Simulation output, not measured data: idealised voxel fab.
process module | voxel tone inversion
cross-section cut | 195 nm wide | cells 5 nm
A cross-section is a grid of square cells, given in bands from the top down. A band is one or more rows of cells.
Each band's line starts with the height of the band's top and of its bottom, in nm. Then come its materials from left to right, each with its width in nm. One material with "throughout" fills the band from edge to edge. "air" is empty space.
Height 0 is the level under which the wafer as received is all one material. The lowest band goes on downwards, as in "0 down".
A width such as "30 to 40" changes by the same amount from each row of cells to the next, from the band's top row to its bottom row.
"no change" after a step means that no cell of the cross-section changed.
closed voids: empty space of 8 cells or more with no open way to the top, each as width x height at its distance from the left edge, in nm
after a step's settings: what the simulator itself notes on the step
overlay nm, on a step with a mask: how far to the right of its planned place the mask lay; to the left if negative
plan
1 op RECEIVE | material Si
2 op CONFORMAL_DEP | material SiN | thk nm 5
3 op DIRECTIONAL_DEP | material aC | thk nm 15
4 op PATTERN | tone cover | mask id POSTS | material resist | width nm 20 | pitch nm 45 | thk nm 25 | overlay nm 0
5 op DIRECTIONAL_ETCH | etch materials aC | depth nm 15
6 op STRIP | etch materials resist
7 op FILL_DEP | material lowk | thk nm 5
8 op CMP | height nm 25
9 op STRIP | etch materials aC
varied across the wafers: thk nm of step 2. The plan shows the first wafer's value. All wafers start alike
first wafer as received, after step 1
  0 down: Si throughout
  closed voids: none
first wafer at the end, after step 9
  25 to 20: lowk throughout
  20 to 5: lowk 65 | aC 20 | lowk 25 | aC 20 | lowk 65
  5 to 0: SiN throughout
  0 down: Si throughout
  closed voids: none
last wafer at the end
  25 to 0: SiN throughout
  0 down: Si throughout
  closed voids: none
each wafer at the end: cells of each material gained (+) or lost (-) since it was received, then its closed voids
thk nm 5 | +39 SiN | +24 aC | +132 lowk | closed voids: none
thk nm 10 | +78 SiN | +93 lowk | closed voids: none
thk nm 15 | +117 SiN | +62 lowk | closed voids: none
thk nm 20 | +156 SiN | +31 lowk | closed voids: none
thk nm 25 | +195 SiN | closed voids: none
